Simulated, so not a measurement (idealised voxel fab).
Process module in this document: voxel ribs on slabs
cross-section cut | 190 nm wide | cells 5 nm
Cross-section format: a grid of square cells, given as bands from top to bottom; each band is one or more rows of cells.
The entry gives the band's vertical extent as a top height and a bottom height in nm, then its horizontal make-up as materials from left to right, each with a width in nm. "empty" stands for empty space; a single material marked "edge to edge" fills the band edge to edge.
The level at which height equals 0 is the one under which the wafer, as it arrives, is entirely one material. No lower edge exists for the bottom band, which continues downward and is notated as in "top 0, no bottom".
Width: "30 to 40" (first number = top row, second number = bottom row, same change from row to row of cells).
Where a step carries "same as before", the cross-section came out of it unchanged, cell for cell.
Heads up: "Unvented voids" only lists the empty pockets with no open path to the top that are 8 cells or more, and it writes them as width x height at distance, distance from the left edge, in nm.
Read whatever lies past the settings on a step's line as the simulator's own remark about the step.
Among the settings permitted on a step's line is "overlay nm"; applied to a step with a mask, it specifies the extent to which the mask lay to the right of its planned position, whereas a negative figure signifies a position to the left.

This section lists the process steps that were planned
1. RECEIVE,material Si
2. DIRECTIONAL_DEP,material SiO2,thk nm 20
3. DIRECTIONAL_DEP,material SiN,thk nm 20
4. DIRECTIONAL_DEP,material aC,thk nm 15
5. PATTERN,tone cover,mask id RIB,material resist,width nm 20,thk nm 30,overlay nm 0
6. DIRECTIONAL_ETCH,etch materials aC,depth nm 15
7. STRIP,etch materials resist
8. DIRECTIONAL_ETCH,etch materials SiN,depth nm 10
9. STRIP,etch materials aC
10. PATTERN,tone cover,mask id SLAB,material resist,width nm 70,thk nm 15,overlay nm 0
11. DIRECTIONAL_ETCH,etch materials SiN,depth nm 10
12. STRIP,etch materials resist
13. FILL_DEP,material SiO2,thk nm 30
14. CMP,height nm 60
15. DIRECTIONAL_DEP,material W,thk nm 5
16. DIRECTIONAL_DEP,material aC,thk nm 15
17. PATTERN,tone cover,mask id HEATER,material resist,width nm 30,thk nm 30,overlay nm 0
18. DIRECTIONAL_ETCH,etch materials aC,depth nm 15
19. STRIP,etch materials resist
20. DIRECTIONAL_ETCH,etch materials W,depth nm 5
21. STRIP,etch materials aC
22. CONFORMAL_DEP,material SiN,thk nm 5

Cross-sectional view of the wafer in its as-received condition, corresponding to the state after step 1
> top 0, no bottom = Si edge to edge
> Unvented voids: none

What the wafer looks like in cross-section after this module, when it starts as shown above and follows the plan above but one mistake is made in running it
> top 70, bottom 65 = 75 of empty / 40 of SiN / 75 of empty
> top 65, bottom 60 = 80 of SiN / 30 of W / 80 of SiN
> top 60, bottom 50 = SiO2 edge to edge
> top 50, bottom 40 = 85 of SiO2 / 20 of SiN / 85 of SiO2
> top 40, bottom 30 = 60 of SiO2 / 70 of SiN / 60 of SiO2
> top 30, bottom 20 = SiN edge to edge
> top 20, bottom 0 = SiO2 edge to edge
> top 0, no bottom = Si edge to edge
> Unvented voids: none
So what did we get wrong on this run? it should be noted that step 3 was executed with settings other than those planned, the operation and settings actually applied being DIRECTIONAL_DEP,material SiN,thk nm 30
